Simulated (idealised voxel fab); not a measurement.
The following process module bears the name voxel wiring stack.
Cross-section cut: width 290 nm, square cells of 5 nm.
Cross-section, as written here: a square-cell grid given band by band from the top down, where a band holds one or more rows of cells. For a band, the entry starts with two heights in nm, that of the top and then that of the bottom, and carries on with the band's materials in order from left to right, each alongside its width in nm; the word "all across" beside a single material means it fills the band edge to edge, and "empty" means empty space. Height reference: 0 = level under which incoming wafer is all one material. Lowest band: no bottom, runs on downward, e.g. "0 down". A width given as "30->40" starts at the first number in the band's top row and ends at the second number in its bottom row, shifting by an equal amount at every step from row to row. What does "no modifications" mean for a step? It means no cell of the cross-section changed in that step. Reported under the label "Enclosed void listing" are the empty spaces having no open way to the top and comprising 8 cells or more; the notation for each is width x height at distance, in which the distance is measured from the left edge and all three values are in nm. Read whatever lies past the settings on a step's line as the simulator's own remark about the step. overlay nm: right-of-plan distance of the mask on a masked step; negative values mean left-of-plan.
Listed below are the process steps as planned
1 op RECEIVE | material Si
2 op CONFORMAL_DEP | material SiO2 | thk nm 15
3 op CONFORMAL_DEP | material SiN | thk nm 5
4 op DIRECTIONAL_DEP | material SiO2 | thk nm 15
5 op PATTERN | tone open | mask id METAL_1 | material resist | width nm 20 | pitch nm 50 | thk nm 20 | overlay nm 0
6 op DIRECTIONAL_ETCH | etch materials SiO2 | depth nm 15
7 op DIRECTIONAL_ETCH | etch materials SiN | depth nm 5
8 op STRIP | etch materials resist
9 op CONFORMAL_DEP | material TiN | thk nm 5
10 op FILL_DEP | material Cu | thk nm 5
11 op CMP | height nm 35
12 op CONFORMAL_DEP | material SiCN | thk nm 5
13 op DIRECTIONAL_DEP | material SiO2 | thk nm 25
14 op DIRECTIONAL_DEP | material aC | thk nm 15
15 op PATTERN | tone open | mask id METAL_2_HOLES | material resist | width nm 15 | pitch nm 100 | thk nm 35 | overlay nm 0
16 op DIRECTIONAL_ETCH | etch materials aC | depth nm 15
17 op STRIP | etch materials resist
18 op DIRECTIONAL_ETCH | etch materials SiO2 | depth nm 25
19 op STRIP | etch materials aC
20 op PATTERN | tone open | mask id METAL_2 | material resist | width nm 20 | pitch nm 50 | thk nm 15 | overlay nm 0
21 op DIRECTIONAL_ETCH | etch materials SiO2 | depth nm 15
22 op DIRECTIONAL_ETCH | etch materials SiCN | depth nm 5
23 op STRIP | etch materials resist
24 op CONFORMAL_DEP | material TiN | thk nm 5
25 op FILL_DEP | material Ru | thk nm 10
26 op CMP | height nm 65
27 op CONFORMAL_DEP | material SiCN | thk nm 5
28 op DIRECTIONAL_DEP | material lowk | thk nm 30
29 op PATTERN | tone open | mask id METAL_3_HOLES | material resist | width nm 15 | pitch nm 100 | thk nm 20 | overlay nm 0
30 op DIRECTIONAL_ETCH | etch materials lowk | depth nm 30
31 op STRIP | etch materials resist
32 op MASKED_ETCH | tone open | mask id METAL_3 | width nm 20 | pitch nm 50 | etch materials lowk | depth nm 20 | overlay nm 0
33 op MASKED_ETCH | tone open | mask id METAL_3 | width nm 20 | pitch nm 50 | etch materials SiCN | depth nm 5 | overlay nm 0
34 op CONFORMAL_DEP | material TiN | thk nm 5
35 op FILL_DEP | material Ru | thk nm 10
36 op CMP | height nm 100
37 op CONFORMAL_DEP | material SiCN | thk nm 5
38 op DIRECTIONAL_DEP | material lowk | thk nm 10
39 op MASKED_ETCH | tone open | mask id PLUG_3 | width nm 15 | pitch nm 50 | etch materials lowk | depth nm 10 | overlay nm 0
40 op MASKED_ETCH | tone open | mask id PLUG_3 | width nm 15 | pitch nm 50 | etch materials SiCN | depth nm 5 | overlay nm 0
41 op EPI | material Ru | thk nm 10
42 op EPI | material Ru | thk nm 5
43 op CONFORMAL_DEP | material SiN | thk nm 5
44 op DIRECTIONAL_DEP | material lowk | thk nm 15
45 op DIRECTIONAL_DEP | material aC | thk nm 15
46 op PATTERN | tone open | mask id METAL_4 | material resist | width nm 20 | pitch nm 50 | thk nm 35 | overlay nm 0
47 op DIRECTIONAL_ETCH | etch materials aC | depth nm 15
48 op STRIP | etch materials resist
49 op DIRECTIONAL_ETCH | etch materials lowk | depth nm 15
50 op DIRECTIONAL_ETCH | etch materials SiN | depth nm 5
51 op STRIP | etch materials aC
52 op CONFORMAL_DEP | material TiN | thk nm 5
53 op FILL_DEP | material Ru | thk nm 5
54 op CMP | height nm 135
55 op EPI | material Ru | thk nm 5
56 op FILL_DEP | material SiCN | thk nm 5
As-received state of the wafer in cross-section, equivalent to post-step 1
  0 down  Si all across
  Enclosed void listing: none
First of two wafers at the end of the module, shown in cross-section; run carried out as planned
  145 to 140  SiCN all across
  140 to 135  80 of SiCN  30 of Ru  20 of SiCN  30 of Ru  20 of SiCN  30 of Ru  80 of SiCN
  135 to 120  85 of lowk  5 of TiN  10 of Ru  5 of TiN  30 of lowk  5 of TiN  10 of Ru  5 of TiN  30 of lowk  5 of TiN  10 of Ru  5 of TiN  85 of lowk
  120 to 115  85 of SiN  20 of TiN  30 of SiN  20 of TiN  30 of SiN  20 of TiN  85 of SiN
  115 to 105  85 of lowk  15 of Ru  35 of lowk  15 of Ru  35 of lowk  15 of Ru  90 of lowk
  105 to 100  85 of SiCN  15 of Ru  35 of SiCN  15 of Ru  35 of SiCN  15 of Ru  90 of SiCN
  100 to 85  85 of lowk  5 of TiN  10 of Ru  5 of TiN  30 of lowk  5 of TiN  10 of Ru  5 of TiN  30 of lowk  5 of TiN  10 of Ru  5 of TiN  85 of lowk
  85 to 80  85 of lowk  5 of TiN  5 of Ru  10 of TiN  30 of lowk  20 of TiN  30 of lowk  5 of TiN  5 of Ru  10 of TiN  85 of lowk
  80 to 70  85 of lowk  5 of TiN  5 of Ru  5 of TiN  85 of lowk  5 of TiN  5 of Ru  5 of TiN  90 of lowk
  70 to 65  85 of SiCN  15 of TiN  85 of SiCN  15 of TiN  90 of SiCN
  65 to 55  85 of SiO2  5 of TiN  10 of Ru  5 of TiN  30 of SiO2  5 of TiN  10 of Ru  5 of TiN  30 of SiO2  5 of TiN  10 of Ru  5 of TiN  85 of SiO2
  55 to 50  85 of SiO2  5 of TiN  5 of Ru  10 of TiN  30 of SiO2  20 of TiN  30 of SiO2  5 of TiN  5 of Ru  10 of TiN  85 of SiO2
  50 to 40  85 of SiO2  5 of TiN  5 of Ru  5 of TiN  85 of SiO2  5 of TiN  5 of Ru  5 of TiN  90 of SiO2
  40 to 35  85 of SiCN  15 of TiN  85 of SiCN  15 of TiN  90 of SiCN
  35 to 20  85 of SiO2  5 of TiN  10 of Cu  5 of TiN  30 of SiO2  5 of TiN  10 of Cu  5 of TiN  30 of SiO2  5 of TiN  10 of Cu  5 of TiN  85 of SiO2
  20 to 15  85 of SiN  20 of TiN  30 of SiN  20 of TiN  30 of SiN  20 of TiN  85 of SiN
  15 to 0  SiO2 all across
  0 down  Si all across
  Enclosed void listing: none
Second wafer cross-section at end of module - shared start and plan with the first, one mistake in the run
  145 to 140  SiCN all across
  140 to 135  80 of SiCN  30 of Ru  20 of SiCN  30 of Ru  20 of SiCN  30 of Ru  80 of SiCN
  135 to 120  85 of lowk  5 of TiN  10 of Ru  5 of TiN  30 of lowk  5 of TiN  10 of Ru  5 of TiN  30 of lowk  5 of TiN  10 of Ru  5 of TiN  85 of lowk
  120 to 115  85 of SiN  20 of TiN  30 of SiN  20 of TiN  30 of SiN  20 of TiN  85 of SiN
  115 to 105  85 of lowk  15 of Ru  35 of lowk  15 of Ru  35 of lowk  15 of Ru  90 of lowk
  105 to 100  85 of SiCN  15 of Ru  35 of SiCN  15 of Ru  35 of SiCN  15 of Ru  90 of SiCN
  100 to 85  85 of lowk  5 of TiN  10 of Ru  5 of TiN  30 of lowk  5 of TiN  10 of Ru  5 of TiN  30 of lowk  5 of TiN  10 of Ru  5 of TiN  85 of lowk
  85 to 80  85 of lowk  5 of TiN  5 of Ru  10 of TiN  30 of lowk  20 of TiN  30 of lowk  5 of TiN  5 of Ru  10 of TiN  85 of lowk
  80 to 70  85 of lowk  5 of TiN  5 of Ru  5 of TiN  85 of lowk  5 of TiN  5 of Ru  5 of TiN  90 of lowk
  70 to 65  85 of SiCN  15 of TiN  85 of SiCN  15 of TiN  90 of SiCN
  65 to 55  85 of SiO2  5 of TiN  20 of Ru  5 of TiN  30 of SiO2  5 of TiN  10 of Ru  5 of TiN  20 of SiO2  5 of TiN  20 of Ru  5 of TiN  75 of SiO2
  55 to 50  85 of SiO2  5 of TiN  5 of Ru  20 of TiN  30 of SiO2  20 of TiN  20 of SiO2  5 of TiN  5 of Ru  20 of TiN  75 of SiO2
  50 to 45  85 of SiO2  5 of TiN  5 of Ru  5 of TiN  85 of SiO2  5 of TiN  5 of Ru  5 of TiN  90 of SiO2
  45 to 40  85 of SiO2  15 of TiN  85 of SiO2  15 of TiN  90 of SiO2
  40 to 35  95 of SiCN  5 of TiN  95 of SiCN  5 of TiN  90 of SiCN
  35 to 20  85 of SiO2  5 of TiN  10 of Cu  5 of TiN  30 of SiO2  5 of TiN  10 of Cu  5 of TiN  30 of SiO2  5 of TiN  10 of Cu  5 of TiN  85 of SiO2
  20 to 15  85 of SiN  20 of TiN  30 of SiN  20 of TiN  30 of SiN  20 of TiN  85 of SiN
  15 to 0  SiO2 all across
  0 down  Si all across
  Enclosed void listing: none
What broke from the plan during processing? step 20 ran as: op PATTERN | tone open | mask id METAL_2 | material resist | width nm 20 | pitch nm 50 | thk nm 15 | overlay nm 10
Final difference in cells, second wafer against first, listed per material as more or fewer: Ru: 6 more; SiCN: 4 more; SiO2: 12 fewer; TiN: 2 more
